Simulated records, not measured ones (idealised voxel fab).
Process module under the name voxel fin reveal
Cross-sectional view cut (width: 150 nm; square cell size: 5 nm).
A cross-section in this document is a grid of square cells, and it is written down as bands, the top band listed before the ones below it; a band is made up of one or more rows of cells. Top, bottom (nm), then materials left to right with widths (nm); lone material tagged "everywhere" fills the whole band edge to edge; "blank" = empty space. Height reference: 0 = level under which incoming wafer is all one material. Lowest band: no bottom, runs on downward, e.g. "top 0, no bottom". The expression "30->40" gives the width at the extremes of the band, the first number at its top row of cells and the second at its bottom row, with the width changing by equal amounts from each row to the next in between. Where the words "remained unchanged" appear for a step, the cross-section shows no cell changed by that step; every cell remained as before. The entry "Closed-off voids" lists the empty spaces that cover at least 8 cells and have no open path to the top. Each is written as width x height at distance, where the distance is measured from the left edge and all three values are in nm. If you see something after the settings on a step's line, that's the simulator's own remark about that step. overlay nm: step with mask; distance mask lay right of planned place; negative value = left of planned place.
Process steps (planned):
step 1: RECEIVE, material Si
step 2: CONFORMAL_DEP, material SiN, thk nm 10
step 3: DIRECTIONAL_DEP, material aC, thk nm 10
step 4: PATTERN, tone cover, mask id FINS, material resist, width nm 15, pitch nm 40, thk nm 25, overlay nm 0
step 5: DIRECTIONAL_ETCH, etch materials aC, depth nm 10
step 6: STRIP, etch materials resist
step 7: DIRECTIONAL_ETCH, etch materials SiN, depth nm 10
step 8: DIRECTIONAL_ETCH, etch materials Si, depth nm 40
step 9: STRIP, etch materials aC
step 10: FILL_DEP, material SiO2, thk nm 5
step 11: CMP, height nm 10
step 12: SELECTIVE_ETCH, etch materials SiO2, depth nm 25
step 13: STRIP, etch materials SiN
Delivered wafer in cross-section: state after step 1:
top 0, no bottom | Si everywhere
Closed-off voids: none
Looking at the first of two wafers in cross-section at end of module - ran to plan:
top 0, bottom -15 | blank 45 nm | Si 15 nm | blank 25 nm | Si 15 nm | blank 50 nm
top -15, bottom -40 | SiO2 45 nm | Si 15 nm | SiO2 25 nm | Si 15 nm | SiO2 50 nm
top -40, no bottom | Si everywhere
Closed-off voids: none
Now the second wafer, cross-sectioned at the end of the module. Nothing different at the start, nothing different in the plan compared with the first, just one mistake when it was actually run:
top 0, bottom -15 | blank 45 nm | Si 15 nm | blank 25 nm | Si 15 nm | blank 50 nm
top -15, bottom -50 | SiO2 45 nm | Si 15 nm | SiO2 25 nm | Si 15 nm | SiO2 50 nm
top -50, no bottom | Si everywhere
Closed-off voids: none
Against the plan, the run slipped here: not per plan at step 8, really ran DIRECTIONAL_ETCH, etch materials Si, depth nm 50
at the end the second wafer has, in cells: 48 fewer of Si; 48 more of SiO2
